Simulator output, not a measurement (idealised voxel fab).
Process module, titled voxel plated lines
Cross-sectional view cut (width: 265 nm; square cell size: 5 nm).
Heads up, the way a cross-section reads in here is a grid of square cells, handed over as bands from the top down, with every band being one or more rows of cells.
What a band's entry tells you: where the top is and where the bottom is, as heights in nm, and after that what lies inside, material by material from left to right, each with its width in nm. Empty space is written as the word "air", and a single material marked with the word "full width" occupies the band from edge to edge.
Heads up on the height convention: 0 is the point under which the incoming wafer is all one material, and the lowest band has no bottom, it just keeps going down, like "0 and below".
The width entry "30..40" should be interpreted row by row: the top row of cells in the band takes the first number, the bottom row takes the second number, and the change between adjacent rows is uniform throughout.
What does "nothing changed" mean for a step? It means no cell of the cross-section changed in that step.
The entry "Trapped voids" lists the empty spaces that cover at least 8 cells and have no open path to the top. Each is written as width x height at distance, where the distance is measured from the left edge and all three values are in nm.
On a step's line, text after the settings is the simulator commenting on that step.
"overlay nm" on a masked step: distance the mask lay right of its planned place, negative for left.

### Steps planned for the process
1: RECEIVE with material Si
2: CONFORMAL_DEP with material SiO2, thk nm 10
3: DIRECTIONAL_DEP with material TiN, thk nm 5
4: PATTERN with tone open, mask id LINES, material resist, width nm 30, pitch nm 50, thk nm 35, overlay nm 0
5: EPI with material Ru, thk nm 10
6: EPI with material Ru, thk nm 10
7: EPI with material Ru, thk nm 10
8: STRIP with etch materials resist
9: DIRECTIONAL_ETCH with etch materials TiN, depth nm 5
10: CONFORMAL_DEP with material SiCN, thk nm 5

### As received (post step 1): cross-section
> 0 and below = Si full width
> Trapped voids: none

### Module complete, cross-section. Starting point and plan per above. One mistake made in running the module
> 50 down to 45 = 40 air | 30 SiCN | 20 air | 30 SiCN | 20 air | 30 SiCN | 20 air | 30 SiCN | 45 air
> 45 down to 15 = 40 air | 5 SiCN | 20 Ru | 5 SiCN | 20 air | 5 SiCN | 20 Ru | 5 SiCN | 20 air | 5 SiCN | 20 Ru | 5 SiCN | 20 air | 5 SiCN | 20 Ru | 5 SiCN | 45 air
> 15 down to 10 = 45 SiCN | 20 TiN | 30 SiCN | 20 TiN | 30 SiCN | 20 TiN | 30 SiCN | 20 TiN | 50 SiCN
> 10 down to 0 = SiO2 full width
> 0 and below = Si full width
> Trapped voids: none
Run error: heads up, step 4 didn't go per plan, it actually ran as PATTERN with tone open, mask id LINES, material resist, width nm 20, pitch nm 50, thk nm 35, overlay nm 0
